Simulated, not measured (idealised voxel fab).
process module | voxel wiring stack
cross-section cut | 220 nm wide | cells 5 nm
A cross-section is a grid of square cells, given in bands from the top down. A band is one or more rows of cells.
Each band's line starts with the height of the band's top and of its bottom, in nm. Then come its materials from left to right, each with its width in nm. One material with "throughout" fills the band from edge to edge. "air" is empty space.
Height 0 is the level under which the wafer as received is all one material. The lowest band goes on downwards, as in "0 down".
A width such as "30 to 40" changes by the same amount from each row of cells to the next, from the band's top row to its bottom row.
"no change" after a step means that no cell of the cross-section changed.
closed voids: empty space of 8 cells or more with no open way to the top, each as width x height at its distance from the left edge, in nm
after a step's settings: what the simulator itself notes on the step
overlay nm, on a step with a mask: how far to the right of its planned place the mask lay; to the left if negative
plan
1 op RECEIVE | material Si
2 op CONFORMAL_DEP | material SiO2 | thk nm 10
3 op DIRECTIONAL_DEP | material TiN | thk nm 5
4 op DIRECTIONAL_DEP | material Ru | thk nm 15
5 op MASKED_ETCH | tone cover | mask id METAL_1 | width nm 30 | pitch nm 50 | etch materials Ru | depth nm 15 | overlay nm 0
6 op MASKED_ETCH | tone cover | mask id METAL_1 | width nm 30 | pitch nm 50 | etch materials TiN | depth nm 5 | overlay nm 0
7 op FILL_DEP | material lowk | thk nm 5
8 op CMP | height nm 30
9 op CONFORMAL_DEP | material SiCN | thk nm 5
10 op DIRECTIONAL_DEP | material lowk | thk nm 10
11 op MASKED_ETCH | tone open | mask id PLUG_1 | width nm 15 | pitch nm 50 | etch materials lowk | depth nm 10 | overlay nm 0
12 op MASKED_ETCH | tone open | mask id PLUG_1 | width nm 15 | pitch nm 50 | etch materials SiCN | depth nm 5 | overlay nm 0
13 op EPI | material Ru | thk nm 10
14 op EPI | material Ru | thk nm 5
15 op DIRECTIONAL_DEP | material TiN | thk nm 5
16 op DIRECTIONAL_DEP | material Ru | thk nm 20
17 op DIRECTIONAL_DEP | material aC | thk nm 10
18 op PATTERN | tone cover | mask id METAL_2 | material resist | width nm 30 | pitch nm 50 | thk nm 30 | overlay nm -15
19 op DIRECTIONAL_ETCH | etch materials aC | depth nm 10
20 op STRIP | etch materials resist
21 op DIRECTIONAL_ETCH | etch materials Ru | depth nm 20
22 op DIRECTIONAL_ETCH | etch materials TiN | depth nm 5
23 op STRIP | etch materials aC
24 op CONFORMAL_DEP | material SiN | thk nm 5
25 op FILL_DEP | material SiO2 | thk nm 5
26 op CMP | height nm 70
27 op CONFORMAL_DEP | material SiCN | thk nm 5
28 op DIRECTIONAL_DEP | material lowk | thk nm 20
29 op PATTERN | tone open | mask id PLUG_2 | material resist | width nm 15 | pitch nm 50 | thk nm 20 | overlay nm 0
30 op DIRECTIONAL_ETCH | etch materials lowk | depth nm 20
31 op DIRECTIONAL_ETCH | etch materials SiCN | depth nm 5
32 op STRIP | etch materials resist
33 op EPI | material Ru | thk nm 10
34 op EPI | material Ru | thk nm 10
35 op EPI | material Ru | thk nm 5
36 op CONFORMAL_DEP | material SiCN | thk nm 5
37 op DIRECTIONAL_DEP | material lowk | thk nm 25
38 op MASKED_ETCH | tone open | mask id METAL_3 | width nm 30 | pitch nm 50 | etch materials lowk | depth nm 25 | overlay nm 0
39 op MASKED_ETCH | tone open | mask id METAL_3 | width nm 30 | pitch nm 50 | etch materials SiCN | depth nm 5 | overlay nm 0
40 op CONFORMAL_DEP | material TiN | thk nm 5
41 op FILL_DEP | material W | thk nm 5
42 op CMP | height nm 125
43 op EPI | material Ru | thk nm 5
44 op FILL_DEP | material SiCN | thk nm 5
varied across the wafers: overlay nm of step 18. The plan shows the first wafer's value. All wafers start alike
first wafer as received, after step 1
  0 down: Si throughout
  closed voids: none
first wafer at the end, after step 44
  135 to 130: SiCN throughout
  130 to 125: SiCN 40 | Ru 40 | SiCN 10 | Ru 40 | SiCN 10 | Ru 40 | SiCN 40
  125 to 100: lowk 45 | TiN 5 | W 20 | TiN 5 | lowk 20 | TiN 5 | W 20 | TiN 5 | lowk 20 | TiN 5 | W 20 | TiN 5 | lowk 45
  100 to 95: SiCN 45 | TiN 30 | SiCN 20 | TiN 30 | SiCN 20 | TiN 30 | SiCN 45
  95 to 75: lowk 45 | Ru 15 | lowk 35 | Ru 15 | lowk 35 | Ru 15 | lowk 60
  75 to 70: SiCN 45 | Ru 15 | SiCN 35 | Ru 15 | SiCN 35 | Ru 15 | SiCN 60
  70 to 50: SiO2 25 | SiN 5 | Ru 30 | SiN 5 | SiO2 10 | SiN 5 | Ru 30 | SiN 5 | SiO2 10 | SiN 5 | Ru 30 | SiN 5 | SiO2 55
  50 to 45: SiN 30 | TiN 30 | SiN 20 | TiN 30 | SiN 20 | TiN 30 | SiN 60
  45 to 35: lowk 45 | Ru 15 | lowk 35 | Ru 15 | lowk 35 | Ru 15 | lowk 60
  35 to 30: SiCN 45 | Ru 15 | SiCN 35 | Ru 15 | SiCN 35 | Ru 15 | SiCN 60
  30 to 15: lowk 45 | Ru 30 | lowk 20 | Ru 30 | lowk 20 | Ru 30 | lowk 45
  15 to 10: lowk 45 | TiN 30 | lowk 20 | TiN 30 | lowk 20 | TiN 30 | lowk 45
  10 to 0: SiO2 throughout
  0 down: Si throughout
  closed voids: none
last wafer at the end
  135 to 130: SiCN throughout
  130 to 125: SiCN 40 | Ru 40 | SiCN 10 | Ru 40 | SiCN 10 | Ru 40 | SiCN 40
  125 to 100: lowk 45 | TiN 5 | W 20 | TiN 5 | lowk 20 | TiN 5 | W 20 | TiN 5 | lowk 20 | TiN 5 | W 20 | TiN 5 | lowk 45
  100 to 95: SiCN 45 | TiN 30 | SiCN 20 | TiN 30 | SiCN 20 | TiN 30 | SiCN 45
  95 to 75: lowk 45 | SiCN 5 | TiN 5 | SiCN 5 | lowk 35 | SiCN 5 | TiN 5 | SiCN 5 | lowk 35 | SiCN 5 | TiN 5 | SiCN 5 | lowk 60
  75 to 70: SiCN 50 | TiN 5 | SiCN 45 | TiN 5 | SiCN 45 | TiN 5 | SiCN 65
  70 to 50: SiO2 55 | SiN 5 | Ru 30 | SiN 5 | SiO2 10 | SiN 5 | Ru 30 | SiN 5 | SiO2 10 | SiN 5 | Ru 30 | SiN 5 | SiO2 25
  50 to 45: SiN 60 | TiN 30 | SiN 20 | TiN 30 | SiN 20 | TiN 30 | SiN 30
  45 to 35: lowk 45 | Ru 15 | lowk 35 | Ru 15 | lowk 35 | Ru 15 | lowk 60
  35 to 30: SiCN 45 | Ru 15 | SiCN 35 | Ru 15 | SiCN 35 | Ru 15 | SiCN 60
  30 to 15: lowk 45 | Ru 30 | lowk 20 | Ru 30 | lowk 20 | Ru 30 | lowk 45
  15 to 10: lowk 45 | TiN 30 | lowk 20 | TiN 30 | lowk 20 | TiN 30 | lowk 45
  10 to 0: SiO2 throughout
  0 down: Si throughout
  closed voids: none
each wafer at the end: cells of each material gained (+) or lost (-) since it was received, then its closed voids
overlay nm -15 | +222 Ru | +160 SiCN | +50 SiN | +168 SiO2 | +84 TiN | +60 W | +444 lowk | closed voids: none
overlay nm -10 | +222 Ru | +160 SiCN | +50 SiN | +168 SiO2 | +84 TiN | +60 W | +444 lowk | closed voids: none
overlay nm -5 | +222 Ru | +160 SiCN | +50 SiN | +168 SiO2 | +84 TiN | +60 W | +444 lowk | closed voids: none
overlay nm 0 | +222 Ru | +160 SiCN | +50 SiN | +168 SiO2 | +84 TiN | +60 W | +444 lowk | closed voids: none
overlay nm 5 | +222 Ru | +160 SiCN | +50 SiN | +168 SiO2 | +84 TiN | +60 W | +444 lowk | closed voids: none
overlay nm 10 | +222 Ru | +160 SiCN | +50 SiN | +168 SiO2 | +84 TiN | +60 W | +444 lowk | closed voids: none
overlay nm 15 | +177 Ru | +190 SiCN | +50 SiN | +168 SiO2 | +99 TiN | +60 W | +444 lowk | closed voids: none
